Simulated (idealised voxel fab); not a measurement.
process module | voxel self aligned contacts
cross-section cut | 170 nm wide | cells 5 nm
A cross-section is a grid of square cells, given in bands from the top down. A band is one or more rows of cells.
Each band's line starts with the height of the band's top and of its bottom, in nm. Then come its materials from left to right, each with its width in nm. One material with "throughout" fills the band from edge to edge. "air" is empty space.
Height 0 is the level under which the wafer as received is all one material. The lowest band goes on downwards, as in "0 down".
A width such as "30 to 40" changes by the same amount from each row of cells to the next, from the band's top row to its bottom row.
"no change" after a step means that no cell of the cross-section changed.
closed voids: empty space of 8 cells or more with no open way to the top, each as width x height at its distance from the left edge, in nm
after a step's settings: what the simulator itself notes on the step
overlay nm, on a step with a mask: how far to the right of its planned place the mask lay; to the left if negative
plan
1 op RECEIVE | material Si
2 op CONFORMAL_DEP | material SiO2 | thk nm 5
3 op DIRECTIONAL_DEP | material polySi | thk nm 30
4 op DIRECTIONAL_DEP | material SiN | thk nm 15
5 op MASKED_ETCH | tone cover | mask id GATE | width nm 25 | pitch nm 50 | etch materials SiN | depth nm 15 | overlay nm 0
6 op MASKED_ETCH | tone cover | mask id GATE | width nm 25 | pitch nm 50 | etch materials polySi | depth nm 30 | overlay nm 0
7 op CONFORMAL_DEP | material SiN | thk nm 5
8 op DIRECTIONAL_ETCH | etch materials SiN | depth nm 5
9 op FILL_DEP | material SiO2 | thk nm 15
10 op CMP | height nm 60
11 op DIRECTIONAL_DEP | material aC | thk nm 10
12 op PATTERN | tone open | mask id CONTACT | material resist | width nm 35 | pitch nm 50 | thk nm 30 | overlay nm 0
13 op DIRECTIONAL_ETCH | etch materials aC | depth nm 10
14 op STRIP | etch materials resist
15 op DIRECTIONAL_ETCH | etch materials SiO2 | depth nm 60
16 op STRIP | etch materials aC
17 op CONFORMAL_DEP | material TiN | thk nm 5
18 op FILL_DEP | material Ru | thk nm 5
19 op CMP | height nm 60
20 op CONFORMAL_DEP | material SiCN | thk nm 5
as received, after step 1
  0 down: Si throughout
  closed voids: none
first wafer at the end, as planned
  65 to 60: SiCN throughout
  60 to 50: SiO2 40 | TiN 5 to 15 | Ru 25 to 5 | TiN 5 to 15 | SiO2 15 | TiN 5 to 15 | Ru 25 to 5 | TiN 5 to 15 | SiO2 45
  50 to 35: SiO2 15 | SiN 35 | TiN 5 | Ru 5 | TiN 5 | SiN 35 | TiN 5 | Ru 5 | TiN 5 | SiN 35 | SiO2 20
  35 to 5: SiO2 15 | SiN 5 | polySi 25 | SiN 5 | TiN 5 | Ru 5 | TiN 5 | SiN 5 | polySi 25 | SiN 5 | TiN 5 | Ru 5 | TiN 5 | SiN 5 | polySi 25 | SiN 5 | SiO2 20
  5 to 0: SiO2 50 | TiN 15 | SiO2 35 | TiN 15 | SiO2 55
  0 down: Si throughout
  closed voids: none
second wafer at the end: like start, like plan, one mistake
  65 to 60: SiCN throughout
  60 to 40: SiO2 15 | SiN 5 | polySi 25 | SiN 5 | TiN 5 | Ru 5 | TiN 5 | SiN 5 | polySi 25 | SiN 5 | TiN 5 | Ru 5 | TiN 5 | SiN 5 | polySi 25 | SiN 5 | SiO2 20
  40 to 35: SiO2 15 | SiN 5 | polySi 25 | SiN 5 | TiN 15 | SiN 5 | polySi 25 | SiN 5 | TiN 15 | SiN 5 | polySi 25 | SiN 5 | SiO2 20
  35 to 5: polySi throughout
  5 to 0: SiO2 throughout
  0 down: Si throughout
  closed voids: none
what went wrong: step 3 was run twice
at the end the second wafer has, in cells: 22 fewer of Ru | 69 fewer of SiN | 62 fewer of SiO2 | 36 fewer of TiN | 189 more of polySi
